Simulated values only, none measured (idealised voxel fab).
process module | voxel ribs on slabs
Cross-section cut spans 250 nm and uses square cells 5 nm in size.
For the purposes of this document, a cross-section shall be understood as a grid of square cells, specified as bands listed in top-to-bottom order, each band consisting of one or more rows of cells. Band: top and bottom heights (nm) first, top before bottom; then materials from left to right, widths in nm. "everywhere" marks a sole material filling the band edge to edge. "empty" denotes empty space. Heights are reckoned from 0. Under this level, the received wafer is all of one material. The bottommost band is open-ended downward, for example "0 -> down". So if you see something like "30->40" for the width, read it as the top row of the band sitting at the first number and the bottom row at the second, with every row in between moving by the same amount as the last. The cross-section has no changed cell in any step marked "no modification". What "Closed voids list" gives you is every empty space of 8 cells or more that is cut off from the top. Each appears as width x height at distance, with the distance taken from the left edge and width, height and distance all in nm. Read whatever lies past the settings on a step's line as the simulator's own remark about the step. On any step carrying a mask, the "overlay nm" setting, if present on the step's line, tells how far right of its planned place the mask lay; negative values point to the left.
The planned process steps are enumerated hereunder:
1: RECEIVE [material Si]
2: DIRECTIONAL_DEP [material SiO2] [thk nm 25]
3: DIRECTIONAL_DEP [material polySi] [thk nm 15]
4: PATTERN [tone cover] [mask id RIB] [material resist] [width nm 30] [thk nm 20] [overlay nm 0]
5: DIRECTIONAL_ETCH [etch materials polySi] [depth nm 10]
6: STRIP [etch materials resist]
7: MASKED_ETCH [tone cover] [mask id SLAB] [width nm 90] [etch materials polySi] [depth nm 5] [overlay nm 0]
8: FILL_DEP [material SiO2] [thk nm 25]
9: CMP [height nm 60]
10: DIRECTIONAL_DEP [material TiN] [thk nm 5]
11: MASKED_ETCH [tone cover] [mask id HEATER] [width nm 40] [etch materials TiN] [depth nm 5] [overlay nm 0]
12: CONFORMAL_DEP [material SiO2] [thk nm 10]
The cross-section here shows the wafer as received, i.e. in its state after step 1:
0 -> down = Si everywhere
Closed voids list: none
Post-module cross-section: identical start and plan to those above, one misstep in execution:
75 -> 70 = 95 empty; 60 SiO2; 95 empty
70 -> 65 = SiO2 everywhere
65 -> 60 = 105 SiO2; 40 TiN; 105 SiO2
60 -> 40 = SiO2 everywhere
40 -> 30 = 105 SiO2; 40 polySi; 105 SiO2
30 -> 25 = 80 SiO2; 90 polySi; 80 SiO2
25 -> 0 = SiO2 everywhere
0 -> down = Si everywhere
Closed voids list: none
what went wrong: for step 4, the planned setting was not used; the step was instead run as PATTERN [tone cover] [mask id RIB] [material resist] [width nm 40] [thk nm 20] [overlay nm 0]
